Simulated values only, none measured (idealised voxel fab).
process module | voxel transistor to metal
cross-section cut | 265 nm wide | cells 5 nm
A cross-section is a grid of square cells, given in bands from the top down. A band is one or more rows of cells.
Each band's line starts with the height of the band's top and of its bottom, in nm. Then come its materials from left to right, each with its width in nm. One material with "throughout" fills the band from edge to edge. "air" is empty space.
Height 0 is the level under which the wafer as received is all one material. The lowest band goes on downwards, as in "0 down".
A width such as "30 to 40" changes by the same amount from each row of cells to the next, from the band's top row to its bottom row.
"no change" after a step means that no cell of the cross-section changed.
closed voids: empty space of 8 cells or more with no open way to the top, each as width x height at its distance from the left edge, in nm
after a step's settings: what the simulator itself notes on the step
overlay nm, on a step with a mask: how far to the right of its planned place the mask lay; to the left if negative
plan
1 op RECEIVE | material Si
2 op OXIDIZE | depth nm 5
3 op CONFORMAL_DEP | material SiN | thk nm 15
4 op PATTERN | tone cover | mask id ACTIVE | material resist | width nm 105 | pitch nm 130 | thk nm 20 | overlay nm 0
5 op DIRECTIONAL_ETCH | etch materials SiN | depth nm 15
6 op DIRECTIONAL_ETCH | etch materials SiO2 | depth nm 5
7 op DIRECTIONAL_ETCH | etch materials Si | depth nm 25
8 op STRIP | etch materials resist
9 op OXIDIZE | depth nm 5
10 op FILL_DEP | material SiO2 | thk nm 15
11 op CMP | height nm 15
12 op SELECTIVE_ETCH | etch materials SiO2 | depth nm 10
13 op STRIP | etch materials SiN
14 op SELECTIVE_ETCH | etch materials SiO2 | depth nm 5
15 op OXIDIZE | depth nm 5
16 op DIRECTIONAL_DEP | material polySi | thk nm 25
17 op DIRECTIONAL_DEP | material SiCN | thk nm 10
18 op MASKED_ETCH | tone cover | mask id GATE | width nm 25 | pitch nm 130 | etch materials SiCN | depth nm 20 | overlay nm 0
19 op MASKED_ETCH | tone cover | mask id GATE | width nm 25 | pitch nm 130 | etch materials polySi | depth nm 35 | overlay nm 0
20 op CONFORMAL_DEP | material SiN | thk nm 5
21 op DIRECTIONAL_ETCH | etch materials SiN | depth nm 5
22 op DIRECTIONAL_ETCH | etch materials SiO2 | depth nm 5
23 op EPI | material nSi | thk nm 5
24 op FILL_DEP | material SiO2 | thk nm 5
25 op CMP | height nm 30
26 op DIRECTIONAL_DEP | material SiO2 | thk nm 10
27 op MASKED_ETCH | tone open | mask id CONTACT | width nm 15 | etch materials SiO2 | depth nm 45 | overlay nm 0
28 op CONFORMAL_DEP | material TiN | thk nm 5
29 op FILL_DEP | material Ru | thk nm 10
30 op CMP | height nm 40
31 op CONFORMAL_DEP | material SiN | thk nm 5
32 op DIRECTIONAL_DEP | material SiO2 | thk nm 25
33 op MASKED_ETCH | tone open | mask id METAL_1 | width nm 15 | etch materials SiO2 | depth nm 25 | overlay nm 0
34 op MASKED_ETCH | tone open | mask id METAL_1 | width nm 15 | etch materials SiN | depth nm 5 | overlay nm 0
35 op CONFORMAL_DEP | material TiN | thk nm 5
36 op FILL_DEP | material Ru | thk nm 10
37 op CMP | height nm 70
38 op EPI | material Ru | thk nm 5
39 op FILL_DEP | material SiCN | thk nm 5
first wafer, as planned
as received, after step 1
  0 down: Si throughout
  closed voids: none
after step 2
  0 to -5: SiO2 throughout
  below -5: unchanged
after step 3
  15 to 0: SiN throughout
  below 0: unchanged
after step 4
  35 to 15: air 15 | resist 105 | air 25 | resist 105 | air 15
  below 15: unchanged
after step 5
  35 to 15: air 15 | resist 105 | air 25 | resist 105 | air 15
  15 to 0: air 15 | SiN 105 | air 25 | SiN 105 | air 15
  below 0: unchanged
after step 6
  35 to 15: air 15 | resist 105 | air 25 | resist 105 | air 15
  15 to 0: air 15 | SiN 105 | air 25 | SiN 105 | air 15
  0 to -5: air 15 | SiO2 105 | air 25 | SiO2 105 | air 15
  below -5: unchanged
after step 7
  35 to 15: air 15 | resist 105 | air 25 | resist 105 | air 15
  15 to 0: air 15 | SiN 105 | air 25 | SiN 105 | air 15
  0 to -5: air 15 | SiO2 105 | air 25 | SiO2 105 | air 15
  -5 to -30: air 15 | Si 105 | air 25 | Si 105 | air 15
  below -30: unchanged
after step 8
  15 to 0: air 15 | SiN 105 | air 25 | SiN 105 | air 15
  below 0: unchanged
after step 9
  15 to 0: air 15 | SiN 105 | air 25 | SiN 105 | air 15
  0 to -5: air 15 | SiO2 105 | air 25 | SiO2 105 | air 15
  -5 to -30: air 15 | SiO2 5 | Si 95 | SiO2 5 | air 25 | SiO2 5 | Si 95 | SiO2 5 | air 15
  -30 to -35: SiO2 20 | Si 95 | SiO2 35 | Si 95 | SiO2 20
  below -35: unchanged
after step 10
  30 to 15: SiO2 throughout
  15 to 0: SiO2 15 | SiN 105 | SiO2 25 | SiN 105 | SiO2 15
  0 to -5: SiO2 throughout
  -5 to -35: SiO2 20 | Si 95 | SiO2 35 | Si 95 | SiO2 20
  below -35: unchanged
after step 11
  15 to 0: SiO2 15 | SiN 105 | SiO2 25 | SiN 105 | SiO2 15
  below 0: unchanged
after step 12
  15 to 5: air 15 | SiN 105 | air 25 | SiN 105 | air 15
  below 5: unchanged
after step 13
  5 to 0: SiO2 15 | air 105 | SiO2 25 | air 105 | SiO2 15
  below 0: unchanged
after step 14
  0 to -5: SiO2 10 | air 115 | SiO2 15 | air 115 | SiO2 10
  below -5: unchanged
after step 15
  0 to -5: SiO2 10 | air 115 | SiO2 15 | air 115 | SiO2 10
  -5 to -10: SiO2 throughout
  below -10: unchanged
after step 16
  25 to 20: polySi 10 | air 115 | polySi 15 | air 115 | polySi 10
  20 to 0: polySi throughout
  0 to -5: SiO2 10 | polySi 115 | SiO2 15 | polySi 115 | SiO2 10
  below -5: unchanged
after step 17
  35 to 30: SiCN 10 | air 115 | SiCN 15 | air 115 | SiCN 10
  30 to 25: SiCN throughout
  25 to 20: polySi 10 | SiCN 115 | polySi 15 | SiCN 115 | polySi 10
  below 20: unchanged
after step 18
  30 to 25: air 55 | SiCN 25 | air 105 | SiCN 25 | air 55
  25 to 20: polySi 10 | air 45 | SiCN 25 | air 45 | polySi 15 | air 45 | SiCN 25 | air 45 | polySi 10
  below 20: unchanged
after step 19
  30 to 20: air 55 | SiCN 25 | air 105 | SiCN 25 | air 55
  20 to 0: air 55 | polySi 25 | air 105 | polySi 25 | air 55
  0 to -5: SiO2 10 | air 45 | polySi 25 | air 45 | SiO2 15 | air 45 | polySi 25 | air 45 | SiO2 10
  below -5: unchanged
after step 20
  35 to 30: air 50 | SiN 35 | air 95 | SiN 35 | air 50
  30 to 20: air 50 | SiN 5 | SiCN 25 | SiN 5 | air 95 | SiN 5 | SiCN 25 | SiN 5 | air 50
  20 to 5: air 50 | SiN 5 | polySi 25 | SiN 5 | air 95 | SiN 5 | polySi 25 | SiN 5 | air 50
  5 to 0: SiN 15 | air 35 | SiN 5 | polySi 25 | SiN 5 | air 35 | SiN 25 | air 35 | SiN 5 | polySi 25 | SiN 5 | air 35 | SiN 15
  0 to -5: SiO2 10 | SiN 45 | polySi 25 | SiN 45 | SiO2 15 | SiN 45 | polySi 25 | SiN 45 | SiO2 10
  below -5: unchanged
after step 21
  30 to 20: air 50 | SiN 5 | SiCN 25 | SiN 5 | air 95 | SiN 5 | SiCN 25 | SiN 5 | air 50
  20 to 0: air 50 | SiN 5 | polySi 25 | SiN 5 | air 95 | SiN 5 | polySi 25 | SiN 5 | air 50
  0 to -5: SiO2 10 | SiN 5 | air 35 | SiN 5 | polySi 25 | SiN 5 | air 35 | SiN 5 | SiO2 15 | SiN 5 | air 35 | SiN 5 | polySi 25 | SiN 5 | air 35 | SiN 5 | SiO2 10
  below -5: unchanged
after step 22
  30 to 20: air 50 | SiN 5 | SiCN 25 | SiN 5 | air 95 | SiN 5 | SiCN 25 | SiN 5 | air 50
  20 to 0: air 50 | SiN 5 | polySi 25 | SiN 5 | air 95 | SiN 5 | polySi 25 | SiN 5 | air 50
  0 to -5: air 10 | SiN 5 | air 35 | SiN 5 | polySi 25 | SiN 5 | air 35 | SiN 5 | air 15 | SiN 5 | air 35 | SiN 5 | polySi 25 | SiN 5 | air 35 | SiN 5 | air 10
  -5 to -10: SiO2 15 | air 35 | SiO2 35 | air 35 | SiO2 25 | air 35 | SiO2 35 | air 35 | SiO2 15
  below -10: unchanged
after step 23
  30 to 20: air 50 | SiN 5 | SiCN 25 | SiN 5 | air 95 | SiN 5 | SiCN 25 | SiN 5 | air 50
  20 to 0: air 50 | SiN 5 | polySi 25 | SiN 5 | air 95 | SiN 5 | polySi 25 | SiN 5 | air 50
  0 to -5: air 10 | SiN 5 | air 35 | SiN 5 | polySi 25 | SiN 5 | air 35 | SiN 5 | air 15 | SiN 5 | air 35 | SiN 5 | polySi 25 | SiN 5 | air 35 | SiN 5 | air 10
  -5 to -10: SiO2 15 | nSi 35 | SiO2 35 | nSi 35 | SiO2 25 | nSi 35 | SiO2 35 | nSi 35 | SiO2 15
  below -10: unchanged
after step 24
  35 to 30: SiO2 throughout
  30 to 20: SiO2 50 | SiN 5 | SiCN 25 | SiN 5 | SiO2 95 | SiN 5 | SiCN 25 | SiN 5 | SiO2 50
  20 to 0: SiO2 50 | SiN 5 | polySi 25 | SiN 5 | SiO2 95 | SiN 5 | polySi 25 | SiN 5 | SiO2 50
  0 to -5: SiO2 10 | SiN 5 | SiO2 35 | SiN 5 | polySi 25 | SiN 5 | SiO2 35 | SiN 5 | SiO2 15 | SiN 5 | SiO2 35 | SiN 5 | polySi 25 | SiN 5 | SiO2 35 | SiN 5 | SiO2 10
  below -5: unchanged
after step 25
  30 to 20: SiO2 50 | SiN 5 | SiCN 25 | SiN 5 | SiO2 95 | SiN 5 | SiCN 25 | SiN 5 | SiO2 50
  below 20: unchanged
after step 26
  40 to 30: SiO2 throughout
  below 30: unchanged
after step 27
  40 to 30: SiO2 25 | air 15 | SiO2 55 | air 15 | SiO2 45 | air 15 | SiO2 55 | air 15 | SiO2 25
  30 to 20: SiO2 25 | air 15 | SiO2 10 | SiN 5 | SiCN 25 | SiN 5 | SiO2 10 | air 15 | SiO2 45 | air 15 | SiO2 10 | SiN 5 | SiCN 25 | SiN 5 | SiO2 10 | air 15 | SiO2 25
  20 to 0: SiO2 25 | air 15 | SiO2 10 | SiN 5 | polySi 25 | SiN 5 | SiO2 10 | air 15 | SiO2 45 | air 15 | SiO2 10 | SiN 5 | polySi 25 | SiN 5 | SiO2 10 | air 15 | SiO2 25
  0 to -5: SiO2 10 | SiN 5 | SiO2 10 | air 15 | SiO2 10 | SiN 5 | polySi 25 | SiN 5 | SiO2 10 | air 15 | SiO2 10 | SiN 5 | SiO2 15 | SiN 5 | SiO2 10 | air 15 | SiO2 10 | SiN 5 | polySi 25 | SiN 5 | SiO2 10 | air 15 | SiO2 10 | SiN 5 | SiO2 10
  below -5: unchanged
after step 28
  45 to 40: TiN 30 | air 5 | TiN 65 | air 5 | TiN 55 | air 5 | TiN 65 | air 5 | TiN 30
  40 to 30: SiO2 25 | TiN 5 | air 5 | TiN 5 | SiO2 55 | TiN 5 | air 5 | TiN 5 | SiO2 45 | TiN 5 | air 5 | TiN 5 | SiO2 55 | TiN 5 | air 5 | TiN 5 | SiO2 25
  30 to 20: SiO2 25 | TiN 5 | air 5 | TiN 5 | SiO2 10 | SiN 5 | SiCN 25 | SiN 5 | SiO2 10 | TiN 5 | air 5 | TiN 5 | SiO2 45 | TiN 5 | air 5 | TiN 5 | SiO2 10 | SiN 5 | SiCN 25 | SiN 5 | SiO2 10 | TiN 5 | air 5 | TiN 5 | SiO2 25
  20 to 0: SiO2 25 | TiN 5 | air 5 | TiN 5 | SiO2 10 | SiN 5 | polySi 25 | SiN 5 | SiO2 10 | TiN 5 | air 5 | TiN 5 | SiO2 45 | TiN 5 | air 5 | TiN 5 | SiO2 10 | SiN 5 | polySi 25 | SiN 5 | SiO2 10 | TiN 5 | air 5 | TiN 5 | SiO2 25
  0 to -5: SiO2 10 | SiN 5 | SiO2 10 | TiN 15 | SiO2 10 | SiN 5 | polySi 25 | SiN 5 | SiO2 10 | TiN 15 | SiO2 10 | SiN 5 | SiO2 15 | SiN 5 | SiO2 10 | TiN 15 | SiO2 10 | SiN 5 | polySi 25 | SiN 5 | SiO2 10 | TiN 15 | SiO2 10 | SiN 5 | SiO2 10
  below -5: unchanged
after step 29
  55 to 45: Ru throughout
  45 to 40: TiN 30 | Ru 5 | TiN 65 | Ru 5 | TiN 55 | Ru 5 | TiN 65 | Ru 5 | TiN 30
  40 to 30: SiO2 25 | TiN 5 | Ru 5 | TiN 5 | SiO2 55 | TiN 5 | Ru 5 | TiN 5 | SiO2 45 | TiN 5 | Ru 5 | TiN 5 | SiO2 55 | TiN 5 | Ru 5 | TiN 5 | SiO2 25
  30 to 20: SiO2 25 | TiN 5 | Ru 5 | TiN 5 | SiO2 10 | SiN 5 | SiCN 25 | SiN 5 | SiO2 10 | TiN 5 | Ru 5 | TiN 5 | SiO2 45 | TiN 5 | Ru 5 | TiN 5 | SiO2 10 | SiN 5 | SiCN 25 | SiN 5 | SiO2 10 | TiN 5 | Ru 5 | TiN 5 | SiO2 25
  20 to 0: SiO2 25 | TiN 5 | Ru 5 | TiN 5 | SiO2 10 | SiN 5 | polySi 25 | SiN 5 | SiO2 10 | TiN 5 | Ru 5 | TiN 5 | SiO2 45 | TiN 5 | Ru 5 | TiN 5 | SiO2 10 | SiN 5 | polySi 25 | SiN 5 | SiO2 10 | TiN 5 | Ru 5 | TiN 5 | SiO2 25
  below 0: unchanged
after step 30
  40 to 30: SiO2 25 | TiN 5 | Ru 5 | TiN 5 | SiO2 55 | TiN 5 | Ru 5 | TiN 5 | SiO2 45 | TiN 5 | Ru 5 | TiN 5 | SiO2 55 | TiN 5 | Ru 5 | TiN 5 | SiO2 25
  below 30: unchanged
after step 31
  45 to 40: SiN throughout
  below 40: unchanged
after step 32
  70 to 45: SiO2 throughout
  below 45: unchanged
after step 33
  70 to 45: SiO2 25 | air 15 | SiO2 55 | air 15 | SiO2 45 | air 15 | SiO2 55 | air 15 | SiO2 25
  below 45: unchanged
after step 34
  70 to 45: SiO2 25 | air 15 | SiO2 55 | air 15 | SiO2 45 | air 15 | SiO2 55 | air 15 | SiO2 25
  45 to 40: SiN 25 | air 15 | SiN 55 | air 15 | SiN 45 | air 15 | SiN 55 | air 15 | SiN 25
  below 40: unchanged
after step 35
  75 to 70: TiN 30 | air 5 | TiN 65 | air 5 | TiN 55 | air 5 | TiN 65 | air 5 | TiN 30
  70 to 45: SiO2 25 | TiN 5 | air 5 | TiN 5 | SiO2 55 | TiN 5 | air 5 | TiN 5 | SiO2 45 | TiN 5 | air 5 | TiN 5 | SiO2 55 | TiN 5 | air 5 | TiN 5 | SiO2 25
  45 to 40: SiN 25 | TiN 15 | SiN 55 | TiN 15 | SiN 45 | TiN 15 | SiN 55 | TiN 15 | SiN 25
  below 40: unchanged
after step 36
  85 to 75: Ru throughout
  75 to 70: TiN 30 | Ru 5 | TiN 65 | Ru 5 | TiN 55 | Ru 5 | TiN 65 | Ru 5 | TiN 30
  70 to 45: SiO2 25 | TiN 5 | Ru 5 | TiN 5 | SiO2 55 | TiN 5 | Ru 5 | TiN 5 | SiO2 45 | TiN 5 | Ru 5 | TiN 5 | SiO2 55 | TiN 5 | Ru 5 | TiN 5 | SiO2 25
  below 45: unchanged
after step 37
  70 to 45: SiO2 25 | TiN 5 | Ru 5 | TiN 5 | SiO2 55 | TiN 5 | Ru 5 | TiN 5 | SiO2 45 | TiN 5 | Ru 5 | TiN 5 | SiO2 55 | TiN 5 | Ru 5 | TiN 5 | SiO2 25
  below 45: unchanged
after step 38
  75 to 70: air 20 | Ru 25 | air 45 | Ru 25 | air 35 | Ru 25 | air 45 | Ru 25 | air 20
  below 70: unchanged
after step 39
  80 to 75: SiCN throughout
  75 to 70: SiCN 20 | Ru 25 | SiCN 45 | Ru 25 | SiCN 35 | Ru 25 | SiCN 45 | Ru 25 | SiCN 20
  below 70: unchanged
second wafer: like start, like plan, one mistake. Through step 6 it matches the first wafer
when step 7 should have ended
  35 to 15: air 15 | resist 105 | air 25 | resist 105 | air 15
  15 to 0: air 15 | SiN 105 | air 25 | SiN 105 | air 15
  0 to -5: air 15 | SiO2 105 | air 25 | SiO2 105 | air 15
  -5 to -55: air 15 | Si 105 | air 25 | Si 105 | air 15
  below -55: unchanged
when step 8 should have ended
  15 to 0: air 15 | SiN 105 | air 25 | SiN 105 | air 15
  below 0: unchanged
when step 9 should have ended
  15 to 0: air 15 | SiN 105 | air 25 | SiN 105 | air 15
  0 to -5: air 15 | SiO2 105 | air 25 | SiO2 105 | air 15
  -5 to -55: air 15 | SiO2 5 | Si 95 | SiO2 5 | air 25 | SiO2 5 | Si 95 | SiO2 5 | air 15
  -55 to -60: SiO2 20 | Si 95 | SiO2 35 | Si 95 | SiO2 20
  below -60: unchanged
when step 10 should have ended
  30 to 15: SiO2 throughout
  15 to 0: SiO2 15 | SiN 105 | SiO2 25 | SiN 105 | SiO2 15
  0 to -5: SiO2 throughout
  -5 to -60: SiO2 20 | Si 95 | SiO2 35 | Si 95 | SiO2 20
  below -60: unchanged
when step 11 should have ended
  15 to 0: SiO2 15 | SiN 105 | SiO2 25 | SiN 105 | SiO2 15
  below 0: unchanged
when step 12 should have ended
  15 to 5: air 15 | SiN 105 | air 25 | SiN 105 | air 15
  below 5: unchanged
when step 13 should have ended
  5 to 0: SiO2 15 | air 105 | SiO2 25 | air 105 | SiO2 15
  below 0: unchanged
when step 14 should have ended
  0 to -5: SiO2 10 | air 115 | SiO2 15 | air 115 | SiO2 10
  below -5: unchanged
when step 15 should have ended
  0 to -5: SiO2 10 | air 115 | SiO2 15 | air 115 | SiO2 10
  -5 to -10: SiO2 throughout
  below -10: unchanged
when step 16 should have ended
  25 to 20: polySi 10 | air 115 | polySi 15 | air 115 | polySi 10
  20 to 0: polySi throughout
  0 to -5: SiO2 10 | polySi 115 | SiO2 15 | polySi 115 | SiO2 10
  below -5: unchanged
when step 17 should have ended
  35 to 30: SiCN 10 | air 115 | SiCN 15 | air 115 | SiCN 10
  30 to 25: SiCN throughout
  25 to 20: polySi 10 | SiCN 115 | polySi 15 | SiCN 115 | polySi 10
  below 20: unchanged
when step 18 should have ended
  30 to 25: air 55 | SiCN 25 | air 105 | SiCN 25 | air 55
  25 to 20: polySi 10 | air 45 | SiCN 25 | air 45 | polySi 15 | air 45 | SiCN 25 | air 45 | polySi 10
  below 20: unchanged
when step 19 should have ended
  30 to 20: air 55 | SiCN 25 | air 105 | SiCN 25 | air 55
  20 to 0: air 55 | polySi 25 | air 105 | polySi 25 | air 55
  0 to -5: SiO2 10 | air 45 | polySi 25 | air 45 | SiO2 15 | air 45 | polySi 25 | air 45 | SiO2 10
  below -5: unchanged
when step 20 should have ended
  35 to 30: air 50 | SiN 35 | air 95 | SiN 35 | air 50
  30 to 20: air 50 | SiN 5 | SiCN 25 | SiN 5 | air 95 | SiN 5 | SiCN 25 | SiN 5 | air 50
  20 to 5: air 50 | SiN 5 | polySi 25 | SiN 5 | air 95 | SiN 5 | polySi 25 | SiN 5 | air 50
  5 to 0: SiN 15 | air 35 | SiN 5 | polySi 25 | SiN 5 | air 35 | SiN 25 | air 35 | SiN 5 | polySi 25 | SiN 5 | air 35 | SiN 15
  0 to -5: SiO2 10 | SiN 45 | polySi 25 | SiN 45 | SiO2 15 | SiN 45 | polySi 25 | SiN 45 | SiO2 10
  below -5: unchanged
when step 21 should have ended
  30 to 20: air 50 | SiN 5 | SiCN 25 | SiN 5 | air 95 | SiN 5 | SiCN 25 | SiN 5 | air 50
  20 to 0: air 50 | SiN 5 | polySi 25 | SiN 5 | air 95 | SiN 5 | polySi 25 | SiN 5 | air 50
  0 to -5: SiO2 10 | SiN 5 | air 35 | SiN 5 | polySi 25 | SiN 5 | air 35 | SiN 5 | SiO2 15 | SiN 5 | air 35 | SiN 5 | polySi 25 | SiN 5 | air 35 | SiN 5 | SiO2 10
  below -5: unchanged
when step 22 should have ended
  30 to 20: air 50 | SiN 5 | SiCN 25 | SiN 5 | air 95 | SiN 5 | SiCN 25 | SiN 5 | air 50
  20 to 0: air 50 | SiN 5 | polySi 25 | SiN 5 | air 95 | SiN 5 | polySi 25 | SiN 5 | air 50
  0 to -5: air 10 | SiN 5 | air 35 | SiN 5 | polySi 25 | SiN 5 | air 35 | SiN 5 | air 15 | SiN 5 | air 35 | SiN 5 | polySi 25 | SiN 5 | air 35 | SiN 5 | air 10
  -5 to -10: SiO2 15 | air 35 | SiO2 35 | air 35 | SiO2 25 | air 35 | SiO2 35 | air 35 | SiO2 15
  below -10: unchanged
when step 23 should have ended
  30 to 20: air 50 | SiN 5 | SiCN 25 | SiN 5 | air 95 | SiN 5 | SiCN 25 | SiN 5 | air 50
  20 to 0: air 50 | SiN 5 | polySi 25 | SiN 5 | air 95 | SiN 5 | polySi 25 | SiN 5 | air 50
  0 to -5: air 10 | SiN 5 | air 35 | SiN 5 | polySi 25 | SiN 5 | air 35 | SiN 5 | air 15 | SiN 5 | air 35 | SiN 5 | polySi 25 | SiN 5 | air 35 | SiN 5 | air 10
  -5 to -10: SiO2 15 | nSi 35 | SiO2 35 | nSi 35 | SiO2 25 | nSi 35 | SiO2 35 | nSi 35 | SiO2 15
  below -10: unchanged
when step 24 should have ended
  35 to 30: SiO2 throughout
  30 to 20: SiO2 50 | SiN 5 | SiCN 25 | SiN 5 | SiO2 95 | SiN 5 | SiCN 25 | SiN 5 | SiO2 50
  20 to 0: SiO2 50 | SiN 5 | polySi 25 | SiN 5 | SiO2 95 | SiN 5 | polySi 25 | SiN 5 | SiO2 50
  0 to -5: SiO2 10 | SiN 5 | SiO2 35 | SiN 5 | polySi 25 | SiN 5 | SiO2 35 | SiN 5 | SiO2 15 | SiN 5 | SiO2 35 | SiN 5 | polySi 25 | SiN 5 | SiO2 35 | SiN 5 | SiO2 10
  below -5: unchanged
when step 25 should have ended
  30 to 20: SiO2 50 | SiN 5 | SiCN 25 | SiN 5 | SiO2 95 | SiN 5 | SiCN 25 | SiN 5 | SiO2 50
  below 20: unchanged
when step 26 should have ended
  40 to 30: SiO2 throughout
  below 30: unchanged
when step 27 should have ended
  40 to 30: SiO2 25 | air 15 | SiO2 55 | air 15 | SiO2 45 | air 15 | SiO2 55 | air 15 | SiO2 25
  30 to 20: SiO2 25 | air 15 | SiO2 10 | SiN 5 | SiCN 25 | SiN 5 | SiO2 10 | air 15 | SiO2 45 | air 15 | SiO2 10 | SiN 5 | SiCN 25 | SiN 5 | SiO2 10 | air 15 | SiO2 25
  20 to 0: SiO2 25 | air 15 | SiO2 10 | SiN 5 | polySi 25 | SiN 5 | SiO2 10 | air 15 | SiO2 45 | air 15 | SiO2 10 | SiN 5 | polySi 25 | SiN 5 | SiO2 10 | air 15 | SiO2 25
  0 to -5: SiO2 10 | SiN 5 | SiO2 10 | air 15 | SiO2 10 | SiN 5 | polySi 25 | SiN 5 | SiO2 10 | air 15 | SiO2 10 | SiN 5 | SiO2 15 | SiN 5 | SiO2 10 | air 15 | SiO2 10 | SiN 5 | polySi 25 | SiN 5 | SiO2 10 | air 15 | SiO2 10 | SiN 5 | SiO2 10
  below -5: unchanged
when step 28 should have ended
  45 to 40: TiN 30 | air 5 | TiN 65 | air 5 | TiN 55 | air 5 | TiN 65 | air 5 | TiN 30
  40 to 30: SiO2 25 | TiN 5 | air 5 | TiN 5 | SiO2 55 | TiN 5 | air 5 | TiN 5 | SiO2 45 | TiN 5 | air 5 | TiN 5 | SiO2 55 | TiN 5 | air 5 | TiN 5 | SiO2 25
  30 to 20: SiO2 25 | TiN 5 | air 5 | TiN 5 | SiO2 10 | SiN 5 | SiCN 25 | SiN 5 | SiO2 10 | TiN 5 | air 5 | TiN 5 | SiO2 45 | TiN 5 | air 5 | TiN 5 | SiO2 10 | SiN 5 | SiCN 25 | SiN 5 | SiO2 10 | TiN 5 | air 5 | TiN 5 | SiO2 25
  20 to 0: SiO2 25 | TiN 5 | air 5 | TiN 5 | SiO2 10 | SiN 5 | polySi 25 | SiN 5 | SiO2 10 | TiN 5 | air 5 | TiN 5 | SiO2 45 | TiN 5 | air 5 | TiN 5 | SiO2 10 | SiN 5 | polySi 25 | SiN 5 | SiO2 10 | TiN 5 | air 5 | TiN 5 | SiO2 25
  0 to -5: SiO2 10 | SiN 5 | SiO2 10 | TiN 15 | SiO2 10 | SiN 5 | polySi 25 | SiN 5 | SiO2 10 | TiN 15 | SiO2 10 | SiN 5 | SiO2 15 | SiN 5 | SiO2 10 | TiN 15 | SiO2 10 | SiN 5 | polySi 25 | SiN 5 | SiO2 10 | TiN 15 | SiO2 10 | SiN 5 | SiO2 10
  below -5: unchanged
when step 29 should have ended
  55 to 45: Ru throughout
  45 to 40: TiN 30 | Ru 5 | TiN 65 | Ru 5 | TiN 55 | Ru 5 | TiN 65 | Ru 5 | TiN 30
  40 to 30: SiO2 25 | TiN 5 | Ru 5 | TiN 5 | SiO2 55 | TiN 5 | Ru 5 | TiN 5 | SiO2 45 | TiN 5 | Ru 5 | TiN 5 | SiO2 55 | TiN 5 | Ru 5 | TiN 5 | SiO2 25
  30 to 20: SiO2 25 | TiN 5 | Ru 5 | TiN 5 | SiO2 10 | SiN 5 | SiCN 25 | SiN 5 | SiO2 10 | TiN 5 | Ru 5 | TiN 5 | SiO2 45 | TiN 5 | Ru 5 | TiN 5 | SiO2 10 | SiN 5 | SiCN 25 | SiN 5 | SiO2 10 | TiN 5 | Ru 5 | TiN 5 | SiO2 25
  20 to 0: SiO2 25 | TiN 5 | Ru 5 | TiN 5 | SiO2 10 | SiN 5 | polySi 25 | SiN 5 | SiO2 10 | TiN 5 | Ru 5 | TiN 5 | SiO2 45 | TiN 5 | Ru 5 | TiN 5 | SiO2 10 | SiN 5 | polySi 25 | SiN 5 | SiO2 10 | TiN 5 | Ru 5 | TiN 5 | SiO2 25
  below 0: unchanged
when step 30 should have ended
  40 to 30: SiO2 25 | TiN 5 | Ru 5 | TiN 5 | SiO2 55 | TiN 5 | Ru 5 | TiN 5 | SiO2 45 | TiN 5 | Ru 5 | TiN 5 | SiO2 55 | TiN 5 | Ru 5 | TiN 5 | SiO2 25
  below 30: unchanged
when step 31 should have ended
  45 to 40: SiN throughout
  below 40: unchanged
when step 32 should have ended
  70 to 45: SiO2 throughout
  below 45: unchanged
when step 33 should have ended
  70 to 45: SiO2 25 | air 15 | SiO2 55 | air 15 | SiO2 45 | air 15 | SiO2 55 | air 15 | SiO2 25
  below 45: unchanged
when step 34 should have ended
  70 to 45: SiO2 25 | air 15 | SiO2 55 | air 15 | SiO2 45 | air 15 | SiO2 55 | air 15 | SiO2 25
  45 to 40: SiN 25 | air 15 | SiN 55 | air 15 | SiN 45 | air 15 | SiN 55 | air 15 | SiN 25
  below 40: unchanged
when step 35 should have ended
  75 to 70: TiN 30 | air 5 | TiN 65 | air 5 | TiN 55 | air 5 | TiN 65 | air 5 | TiN 30
  70 to 45: SiO2 25 | TiN 5 | air 5 | TiN 5 | SiO2 55 | TiN 5 | air 5 | TiN 5 | SiO2 45 | TiN 5 | air 5 | TiN 5 | SiO2 55 | TiN 5 | air 5 | TiN 5 | SiO2 25
  45 to 40: SiN 25 | TiN 15 | SiN 55 | TiN 15 | SiN 45 | TiN 15 | SiN 55 | TiN 15 | SiN 25
  below 40: unchanged
when step 36 should have ended
  85 to 75: Ru throughout
  75 to 70: TiN 30 | Ru 5 | TiN 65 | Ru 5 | TiN 55 | Ru 5 | TiN 65 | Ru 5 | TiN 30
  70 to 45: SiO2 25 | TiN 5 | Ru 5 | TiN 5 | SiO2 55 | TiN 5 | Ru 5 | TiN 5 | SiO2 45 | TiN 5 | Ru 5 | TiN 5 | SiO2 55 | TiN 5 | Ru 5 | TiN 5 | SiO2 25
  below 45: unchanged
when step 37 should have ended
  70 to 45: SiO2 25 | TiN 5 | Ru 5 | TiN 5 | SiO2 55 | TiN 5 | Ru 5 | TiN 5 | SiO2 45 | TiN 5 | Ru 5 | TiN 5 | SiO2 55 | TiN 5 | Ru 5 | TiN 5 | SiO2 25
  below 45: unchanged
when step 38 should have ended
  75 to 70: air 20 | Ru 25 | air 45 | Ru 25 | air 35 | Ru 25 | air 45 | Ru 25 | air 20
  below 70: unchanged
when step 39 should have ended
  80 to 75: SiCN throughout
  75 to 70: SiCN 20 | Ru 25 | SiCN 45 | Ru 25 | SiCN 35 | Ru 25 | SiCN 45 | Ru 25 | SiCN 20
  below 70: unchanged
what went wrong: step 7 was run twice
at the end the second wafer has, in cells: 75 fewer of Si | 75 more of SiO2
